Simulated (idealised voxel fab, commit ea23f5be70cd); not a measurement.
Module name: voxel transistor to metal (process module)
Cross-section cut: width 170 nm, square cells of 5 nm.
In this document a cross-section is written as a grid of square cells. It is given as a series of bands, listed from the top down, and a band is one or more rows of cells. What a band's entry tells you: where the top is and where the bottom is, as heights in nm, and after that what lies inside, material by material from left to right, each with its width in nm. Empty space is written as the word "blank", and a single material marked with the word "everywhere" occupies the band from edge to edge. Height reference: 0 = level under which incoming wafer is all one material. Lowest band: no bottom, runs on downward, e.g. "0..down". A two-number width, for instance "30 to 40", indicates that the width is equal to the first number in the top row of the band and to the second number in the bottom row, and that it changes by a constant amount per row of cells. The designation "nothing altered", where it is given for a processing step, indicates that no cell of the cross-section was altered in the course of that step. "Non-vented voids" lists enclosed empty spaces (at least 8 cells, no open path upward to the top), each as width x height at distance from the left edge, in nm. Heads up: the bit after the settings on a step's line is the simulator's remark on that step. overlay nm: where the mask lay relative to plan, measured to the right, on steps with a mask; negatives go left.

THE STEPS PLANNED FOR THE PROCESS ARE AS FOLLOWS
1) RECEIVE, material Si
2) OXIDIZE, depth nm 5
3) CONFORMAL_DEP, material SiN, thk nm 15
4) PATTERN, tone cover, mask id ACTIVE, material resist, width nm 95, thk nm 15, overlay nm 0
5) DIRECTIONAL_ETCH, etch materials SiN, depth nm 15
6) DIRECTIONAL_ETCH, etch materials SiO2, depth nm 5
7) DIRECTIONAL_ETCH, etch materials Si, depth nm 25
8) STRIP, etch materials resist
9) OXIDIZE, depth nm 5
10) FILL_DEP, material SiO2, thk nm 10
11) CMP, height nm 15
12) SELECTIVE_ETCH, etch materials SiO2, depth nm 15
13) STRIP, etch materials SiN
14) SELECTIVE_ETCH, etch materials SiO2, depth nm 5
15) OXIDIZE, depth nm 5
16) DIRECTIONAL_DEP, material polySi, thk nm 30
17) DIRECTIONAL_DEP, material SiCN, thk nm 10
18) MASKED_ETCH, tone cover, mask id GATE, width nm 25, etch materials SiCN, depth nm 20, overlay nm 0
19) MASKED_ETCH, tone cover, mask id GATE, width nm 25, etch materials polySi, depth nm 40, overlay nm 0
20) CONFORMAL_DEP, material SiN, thk nm 10
21) DIRECTIONAL_ETCH, etch materials SiN, depth nm 10
22) DIRECTIONAL_ETCH, etch materials SiO2, depth nm 5
23) EPI, material nSi, thk nm 5
24) FILL_DEP, material SiO2, thk nm 5
25) CMP, height nm 35
26) DIRECTIONAL_DEP, material SiO2, thk nm 15
27) PATTERN, tone open, mask id CONTACT, material resist, width nm 25, pitch nm 60, thk nm 15, overlay nm 0
28) DIRECTIONAL_ETCH, etch materials SiO2, depth nm 55
29) STRIP, etch materials resist
30) CONFORMAL_DEP, material TiN, thk nm 5
31) FILL_DEP, material Ru, thk nm 5
32) CMP, height nm 50
33) CONFORMAL_DEP, material SiN, thk nm 5
34) DIRECTIONAL_DEP, material SiO2, thk nm 20
35) PATTERN, tone open, mask id METAL_1, material resist, width nm 15, pitch nm 70, thk nm 15, overlay nm 0
36) DIRECTIONAL_ETCH, etch materials SiO2, depth nm 20
37) DIRECTIONAL_ETCH, etch materials SiN, depth nm 5
38) STRIP, etch materials resist
39) CONFORMAL_DEP, material TiN, thk nm 5
40) FILL_DEP, material Ru, thk nm 10
41) CMP, height nm 75
42) CONFORMAL_DEP, material SiN, thk nm 5

FIRST OUT OF TWO WAFERS; RUN WENT TO PLAN

SHOWN IN CROSS-SECTION IS THE WAFER AS RECEIVED, THAT IS, AS IT STANDS AFTER STEP 1
> 0..down = Si everywhere
> Non-vented voids: none

ONCE STEP 2 IS THROUGH, THE WAFER LOOKS LIKE THIS IN CROSS-SECTION
> 0..-5 = SiO2 everywhere
> Beneath the level -5, the cross-section is identical to its previous state.

ONCE STEP 3 IS THROUGH, THE WAFER LOOKS LIKE THIS IN CROSS-SECTION
> 15..0 = SiN everywhere
> Beneath the level 0, the cross-section is identical to its previous state.

ONCE STEP 4 IS THROUGH, THE WAFER LOOKS LIKE THIS IN CROSS-SECTION
> 30..15 = blank 35 nm; resist 95 nm; blank 40 nm
> Beneath the level 15, the cross-section is identical to its previous state.

ONCE STEP 5 IS THROUGH, THE WAFER LOOKS LIKE THIS IN CROSS-SECTION
> 30..15 = blank 35 nm; resist 95 nm; blank 40 nm
> 15..0 = blank 35 nm; SiN 95 nm; blank 40 nm
> Beneath the level 0, the cross-section is identical to its previous state.

ONCE STEP 6 IS THROUGH, THE WAFER LOOKS LIKE THIS IN CROSS-SECTION
> 30..15 = blank 35 nm; resist 95 nm; blank 40 nm
> 15..0 = blank 35 nm; SiN 95 nm; blank 40 nm
> 0..-5 = blank 35 nm; SiO2 95 nm; blank 40 nm
> Beneath the level -5, the cross-section is identical to its previous state.

ONCE STEP 7 IS THROUGH, THE WAFER LOOKS LIKE THIS IN CROSS-SECTION
> 30..15 = blank 35 nm; resist 95 nm; blank 40 nm
> 15..0 = blank 35 nm; SiN 95 nm; blank 40 nm
> 0..-5 = blank 35 nm; SiO2 95 nm; blank 40 nm
> -5..-30 = blank 35 nm; Si 95 nm; blank 40 nm
> Beneath the level -30, the cross-section is identical to its previous state.

ONCE STEP 8 IS THROUGH, THE WAFER LOOKS LIKE THIS IN CROSS-SECTION
> 15..0 = blank 35 nm; SiN 95 nm; blank 40 nm
> Beneath the level 0, the cross-section is identical to its previous state.

ONCE STEP 9 IS THROUGH, THE WAFER LOOKS LIKE THIS IN CROSS-SECTION
> 15..0 = blank 35 nm; SiN 95 nm; blank 40 nm
> 0..-5 = blank 35 nm; SiO2 95 nm; blank 40 nm
> -5..-30 = blank 35 nm; SiO2 5 nm; Si 85 nm; SiO2 5 nm; blank 40 nm
> -30..-35 = SiO2 40 nm; Si 85 nm; SiO2 45 nm
> Beneath the level -35, the cross-section is identical to its previous state.

ONCE STEP 10 IS THROUGH, THE WAFER LOOKS LIKE THIS IN CROSS-SECTION
> 25..15 = SiO2 everywhere
> 15..0 = SiO2 35 nm; SiN 95 nm; SiO2 40 nm
> 0..-5 = SiO2 everywhere
> -5..-35 = SiO2 40 nm; Si 85 nm; SiO2 45 nm
> Beneath the level -35, the cross-section is identical to its previous state.

ONCE STEP 11 IS THROUGH, THE WAFER LOOKS LIKE THIS IN CROSS-SECTION
> 15..0 = SiO2 35 nm; SiN 95 nm; SiO2 40 nm
> Beneath the level 0, the cross-section is identical to its previous state.

ONCE STEP 12 IS THROUGH, THE WAFER LOOKS LIKE THIS IN CROSS-SECTION
> 15..0 = blank 35 nm; SiN 95 nm; blank 40 nm
> Beneath the level 0, the cross-section is identical to its previous state.

ONCE STEP 13 IS THROUGH, THE WAFER LOOKS LIKE THIS IN CROSS-SECTION
> 0..-5 = SiO2 everywhere
> Beneath the level -5, the cross-section is identical to its previous state.

ONCE STEP 14 IS THROUGH, THE WAFER LOOKS LIKE THIS IN CROSS-SECTION
> -5..-35 = SiO2 40 nm; Si 85 nm; SiO2 45 nm
> Beneath the level -35, the cross-section is identical to its previous state.

ONCE STEP 15 IS THROUGH, THE WAFER LOOKS LIKE THIS IN CROSS-SECTION
> -5..-10 = SiO2 everywhere
> Beneath the level -10, the cross-section is identical to its previous state.

ONCE STEP 16 IS THROUGH, THE WAFER LOOKS LIKE THIS IN CROSS-SECTION
> 25..-5 = polySi everywhere
> Beneath the level -5, the cross-section is identical to its previous state.

ONCE STEP 17 IS THROUGH, THE WAFER LOOKS LIKE THIS IN CROSS-SECTION
> 35..25 = SiCN everywhere
> Beneath the level 25, the cross-section is identical to its previous state.

ONCE STEP 18 IS THROUGH, THE WAFER LOOKS LIKE THIS IN CROSS-SECTION
> 35..25 = blank 70 nm; SiCN 25 nm; blank 75 nm
> Beneath the level 25, the cross-section is identical to its previous state.

ONCE STEP 19 IS THROUGH, THE WAFER LOOKS LIKE THIS IN CROSS-SECTION
> 35..25 = blank 70 nm; SiCN 25 nm; blank 75 nm
> 25..-5 = blank 70 nm; polySi 25 nm; blank 75 nm
> Beneath the level -5, the cross-section is identical to its previous state.

ONCE STEP 20 IS THROUGH, THE WAFER LOOKS LIKE THIS IN CROSS-SECTION
> 45..35 = blank 60 nm; SiN 45 nm; blank 65 nm
> 35..25 = blank 60 nm; SiN 10 nm; SiCN 25 nm; SiN 10 nm; blank 65 nm
> 25..5 = blank 60 nm; SiN 10 nm; polySi 25 nm; SiN 10 nm; blank 65 nm
> 5..-5 = SiN 70 nm; polySi 25 nm; SiN 75 nm
> Beneath the level -5, the cross-section is identical to its previous state.

ONCE STEP 21 IS THROUGH, THE WAFER LOOKS LIKE THIS IN CROSS-SECTION
> 35..25 = blank 60 nm; SiN 10 nm; SiCN 25 nm; SiN 10 nm; blank 65 nm
> 25..-5 = blank 60 nm; SiN 10 nm; polySi 25 nm; SiN 10 nm; blank 65 nm
> Beneath the level -5, the cross-section is identical to its previous state.

ONCE STEP 22 IS THROUGH, THE WAFER LOOKS LIKE THIS IN CROSS-SECTION
> 35..25 = blank 60 nm; SiN 10 nm; SiCN 25 nm; SiN 10 nm; blank 65 nm
> 25..-5 = blank 60 nm; SiN 10 nm; polySi 25 nm; SiN 10 nm; blank 65 nm
> -5..-10 = blank 60 nm; SiO2 45 nm; blank 65 nm
> Beneath the level -10, the cross-section is identical to its previous state.

ONCE STEP 23 IS THROUGH, THE WAFER LOOKS LIKE THIS IN CROSS-SECTION
> 35..25 = blank 60 nm; SiN 10 nm; SiCN 25 nm; SiN 10 nm; blank 65 nm
> 25..-5 = blank 60 nm; SiN 10 nm; polySi 25 nm; SiN 10 nm; blank 65 nm
> -5..-10 = blank 35 nm; nSi 25 nm; SiO2 45 nm; nSi 25 nm; blank 40 nm
> Beneath the level -10, the cross-section is identical to its previous state.

ONCE STEP 24 IS THROUGH, THE WAFER LOOKS LIKE THIS IN CROSS-SECTION
> 40..35 = SiO2 everywhere
> 35..25 = SiO2 60 nm; SiN 10 nm; SiCN 25 nm; SiN 10 nm; SiO2 65 nm
> 25..-5 = SiO2 60 nm; SiN 10 nm; polySi 25 nm; SiN 10 nm; SiO2 65 nm
> -5..-10 = SiO2 35 nm; nSi 25 nm; SiO2 45 nm; nSi 25 nm; SiO2 40 nm
> Beneath the level -10, the cross-section is identical to its previous state.

ONCE STEP 25 IS THROUGH, THE WAFER LOOKS LIKE THIS IN CROSS-SECTION
> 35..25 = SiO2 60 nm; SiN 10 nm; SiCN 25 nm; SiN 10 nm; SiO2 65 nm
> Beneath the level 25, the cross-section is identical to its previous state.

ONCE STEP 26 IS THROUGH, THE WAFER LOOKS LIKE THIS IN CROSS-SECTION
> 50..35 = SiO2 everywhere
> Beneath the level 35, the cross-section is identical to its previous state.

ONCE STEP 27 IS THROUGH, THE WAFER LOOKS LIKE THIS IN CROSS-SECTION
> 65..50 = resist 40 nm; blank 25 nm; resist 35 nm; blank 25 nm; resist 45 nm
> Beneath the level 50, the cross-section is identical to its previous state.

ONCE STEP 28 IS THROUGH, THE WAFER LOOKS LIKE THIS IN CROSS-SECTION
> 65..50 = resist 40 nm; blank 25 nm; resist 35 nm; blank 25 nm; resist 45 nm
> 50..35 = SiO2 40 nm; blank 25 nm; SiO2 35 nm; blank 25 nm; SiO2 45 nm
> 35..25 = SiO2 40 nm; blank 20 nm; SiN 10 nm; SiCN 25 nm; SiN 10 nm; blank 20 nm; SiO2 45 nm
> 25..-5 = SiO2 40 nm; blank 20 nm; SiN 10 nm; polySi 25 nm; SiN 10 nm; blank 20 nm; SiO2 45 nm
> Beneath the level -5, the cross-section is identical to its previous state.

ONCE STEP 29 IS THROUGH, THE WAFER LOOKS LIKE THIS IN CROSS-SECTION
> 50..35 = SiO2 40 nm; blank 25 nm; SiO2 35 nm; blank 25 nm; SiO2 45 nm
> Beneath the level 35, the cross-section is identical to its previous state.

ONCE STEP 30 IS THROUGH, THE WAFER LOOKS LIKE THIS IN CROSS-SECTION
> 55..50 = TiN 45 nm; blank 15 nm; TiN 45 nm; blank 15 nm; TiN 50 nm
> 50..40 = SiO2 40 nm; TiN 5 nm; blank 15 nm; TiN 5 nm; SiO2 35 nm; TiN 5 nm; blank 15 nm; TiN 5 nm; SiO2 45 nm
> 40..35 = SiO2 40 nm; TiN 5 nm; blank 10 nm; TiN 10 nm; SiO2 35 nm; TiN 10 nm; blank 10 nm; TiN 5 nm; SiO2 45 nm
> 35..25 = SiO2 40 nm; TiN 5 nm; blank 10 nm; TiN 5 nm; SiN 10 nm; SiCN 25 nm; SiN 10 nm; TiN 5 nm; blank 10 nm; TiN 5 nm; SiO2 45 nm
> 25..0 = SiO2 40 nm; TiN 5 nm; blank 10 nm; TiN 5 nm; SiN 10 nm; polySi 25 nm; SiN 10 nm; TiN 5 nm; blank 10 nm; TiN 5 nm; SiO2 45 nm
> 0..-5 = SiO2 40 nm; TiN 20 nm; SiN 10 nm; polySi 25 nm; SiN 10 nm; TiN 20 nm; SiO2 45 nm
> Beneath the level -5, the cross-section is identical to its previous state.

ONCE STEP 31 IS THROUGH, THE WAFER LOOKS LIKE THIS IN CROSS-SECTION
> 60..55 = Ru everywhere
> 55..50 = TiN 45 nm; Ru 15 nm; TiN 45 nm; Ru 15 nm; TiN 50 nm
> 50..40 = SiO2 40 nm; TiN 5 nm; Ru 15 nm; TiN 5 nm; SiO2 35 nm; TiN 5 nm; Ru 15 nm; TiN 5 nm; SiO2 45 nm
> 40..35 = SiO2 40 nm; TiN 5 nm; Ru 10 nm; TiN 10 nm; SiO2 35 nm; TiN 10 nm; Ru 10 nm; TiN 5 nm; SiO2 45 nm
> 35..25 = SiO2 40 nm; TiN 5 nm; Ru 10 nm; TiN 5 nm; SiN 10 nm; SiCN 25 nm; SiN 10 nm; TiN 5 nm; Ru 10 nm; TiN 5 nm; SiO2 45 nm
> 25..0 = SiO2 40 nm; TiN 5 nm; Ru 10 nm; TiN 5 nm; SiN 10 nm; polySi 25 nm; SiN 10 nm; TiN 5 nm; Ru 10 nm; TiN 5 nm; SiO2 45 nm
> Beneath the level 0, the cross-section is identical to its previous state.

ONCE STEP 32 IS THROUGH, THE WAFER LOOKS LIKE THIS IN CROSS-SECTION
> 50..40 = SiO2 40 nm; TiN 5 nm; Ru 15 nm; TiN 5 nm; SiO2 35 nm; TiN 5 nm; Ru 15 nm; TiN 5 nm; SiO2 45 nm
> Beneath the level 40, the cross-section is identical to its previous state.

ONCE STEP 33 IS THROUGH, THE WAFER LOOKS LIKE THIS IN CROSS-SECTION
> 55..50 = SiN everywhere
> Beneath the level 50, the cross-section is identical to its previous state.

ONCE STEP 34 IS THROUGH, THE WAFER LOOKS LIKE THIS IN CROSS-SECTION
> 75..55 = SiO2 everywhere
> Beneath the level 55, the cross-section is identical to its previous state.

ONCE STEP 35 IS THROUGH, THE WAFER LOOKS LIKE THIS IN CROSS-SECTION
> 90..75 = resist 40 nm; blank 15 nm; resist 55 nm; blank 15 nm; resist 45 nm
> Beneath the level 75, the cross-section is identical to its previous state.

ONCE STEP 36 IS THROUGH, THE WAFER LOOKS LIKE THIS IN CROSS-SECTION
> 90..75 = resist 40 nm; blank 15 nm; resist 55 nm; blank 15 nm; resist 45 nm
> 75..55 = SiO2 40 nm; blank 15 nm; SiO2 55 nm; blank 15 nm; SiO2 45 nm
> Beneath the level 55, the cross-section is identical to its previous state.

ONCE STEP 37 IS THROUGH, THE WAFER LOOKS LIKE THIS IN CROSS-SECTION
> 90..75 = resist 40 nm; blank 15 nm; resist 55 nm; blank 15 nm; resist 45 nm
> 75..55 = SiO2 40 nm; blank 15 nm; SiO2 55 nm; blank 15 nm; SiO2 45 nm
> 55..50 = SiN 40 nm; blank 15 nm; SiN 55 nm; blank 15 nm; SiN 45 nm
> Beneath the level 50, the cross-section is identical to its previous state.

ONCE STEP 38 IS THROUGH, THE WAFER LOOKS LIKE THIS IN CROSS-SECTION
> 75..55 = SiO2 40 nm; blank 15 nm; SiO2 55 nm; blank 15 nm; SiO2 45 nm
> Beneath the level 55, the cross-section is identical to its previous state.

ONCE STEP 39 IS THROUGH, THE WAFER LOOKS LIKE THIS IN CROSS-SECTION
> 80..75 = TiN 45 nm; blank 5 nm; TiN 65 nm; blank 5 nm; TiN 50 nm
> 75..55 = SiO2 40 nm; TiN 5 nm; blank 5 nm; TiN 5 nm; SiO2 55 nm; TiN 5 nm; blank 5 nm; TiN 5 nm; SiO2 45 nm
> 55..50 = SiN 40 nm; TiN 15 nm; SiN 55 nm; TiN 15 nm; SiN 45 nm
> Beneath the level 50, the cross-section is identical to its previous state.

ONCE STEP 40 IS THROUGH, THE WAFER LOOKS LIKE THIS IN CROSS-SECTION
> 90..80 = Ru everywhere
> 80..75 = TiN 45 nm; Ru 5 nm; TiN 65 nm; Ru 5 nm; TiN 50 nm
> 75..55 = SiO2 40 nm; TiN 5 nm; Ru 5 nm; TiN 5 nm; SiO2 55 nm; TiN 5 nm; Ru 5 nm; TiN 5 nm; SiO2 45 nm
> Beneath the level 55, the cross-section is identical to its previous state.

ONCE STEP 41 IS THROUGH, THE WAFER LOOKS LIKE THIS IN CROSS-SECTION
> 75..55 = SiO2 40 nm; TiN 5 nm; Ru 5 nm; TiN 5 nm; SiO2 55 nm; TiN 5 nm; Ru 5 nm; TiN 5 nm; SiO2 45 nm
> Beneath the level 55, the cross-section is identical to its previous state.

ONCE STEP 42 IS THROUGH, THE WAFER LOOKS LIKE THIS IN CROSS-SECTION
> 80..75 = SiN everywhere
> Beneath the level 75, the cross-section is identical to its previous state.

FOR THE SECOND WAFER, TAKE THE FIRST WAFER'S START AND PLAN, THEN ADD ONE MISTAKE MADE IN RUNNING IT; EVERYTHING THROUGH STEP 34, THAT STEP INCLUDED, IS SHARED WITH THE FIRST

WHAT THE SECOND WAFER LOOKS LIKE IN CROSS-SECTION WHEN STEP 35 SHOULD HAVE WRAPPED UP
> 90..75 = resist 50 nm; blank 15 nm; resist 55 nm; blank 15 nm; resist 35 nm
> Beneath the level 75, the cross-section is identical to its previous state.

WHAT THE SECOND WAFER LOOKS LIKE IN CROSS-SECTION WHEN STEP 36 SHOULD HAVE WRAPPED UP
> 90..75 = resist 50 nm; blank 15 nm; resist 55 nm; blank 15 nm; resist 35 nm
> 75..55 = SiO2 50 nm; blank 15 nm; SiO2 55 nm; blank 15 nm; SiO2 35 nm
> Beneath the level 55, the cross-section is identical to its previous state.

WHAT THE SECOND WAFER LOOKS LIKE IN CROSS-SECTION WHEN STEP 37 SHOULD HAVE WRAPPED UP
> 90..75 = resist 50 nm; blank 15 nm; resist 55 nm; blank 15 nm; resist 35 nm
> 75..55 = SiO2 50 nm; blank 15 nm; SiO2 55 nm; blank 15 nm; SiO2 35 nm
> 55..50 = SiN 50 nm; blank 15 nm; SiN 55 nm; blank 15 nm; SiN 35 nm
> Beneath the level 50, the cross-section is identical to its previous state.

WHAT THE SECOND WAFER LOOKS LIKE IN CROSS-SECTION WHEN STEP 38 SHOULD HAVE WRAPPED UP
> 75..55 = SiO2 50 nm; blank 15 nm; SiO2 55 nm; blank 15 nm; SiO2 35 nm
> Beneath the level 55, the cross-section is identical to its previous state.

WHAT THE SECOND WAFER LOOKS LIKE IN CROSS-SECTION WHEN STEP 39 SHOULD HAVE WRAPPED UP
> 80..75 = TiN 55 nm; blank 5 nm; TiN 65 nm; blank 5 nm; TiN 40 nm
> 75..55 = SiO2 50 nm; TiN 5 nm; blank 5 nm; TiN 5 nm; SiO2 55 nm; TiN 5 nm; blank 5 nm; TiN 5 nm; SiO2 35 nm
> 55..50 = SiN 50 nm; TiN 15 nm; SiN 55 nm; TiN 15 nm; SiN 35 nm
> Beneath the level 50, the cross-section is identical to its previous state.

WHAT THE SECOND WAFER LOOKS LIKE IN CROSS-SECTION WHEN STEP 40 SHOULD HAVE WRAPPED UP
> 90..80 = Ru everywhere
> 80..75 = TiN 55 nm; Ru 5 nm; TiN 65 nm; Ru 5 nm; TiN 40 nm
> 75..55 = SiO2 50 nm; TiN 5 nm; Ru 5 nm; TiN 5 nm; SiO2 55 nm; TiN 5 nm; Ru 5 nm; TiN 5 nm; SiO2 35 nm
> Beneath the level 55, the cross-section is identical to its previous state.

WHAT THE SECOND WAFER LOOKS LIKE IN CROSS-SECTION WHEN STEP 41 SHOULD HAVE WRAPPED UP
> 75..55 = SiO2 50 nm; TiN 5 nm; Ru 5 nm; TiN 5 nm; SiO2 55 nm; TiN 5 nm; Ru 5 nm; TiN 5 nm; SiO2 35 nm
> Beneath the level 55, the cross-section is identical to its previous state.

WHAT THE SECOND WAFER LOOKS LIKE IN CROSS-SECTION WHEN STEP 42 SHOULD HAVE WRAPPED UP
> 80..75 = SiN everywhere
> Beneath the level 75, the cross-section is identical to its previous state.
Short version of what went wrong: heads up, step 35 didn't go per plan, it actually ran as PATTERN, tone open, mask id METAL_1, material resist, width nm 15, pitch nm 70, thk nm 15, overlay nm 10
Upon completion, the cell count for each material on the second wafer equals that on the first, whereas the spatial distribution of those cells differs.
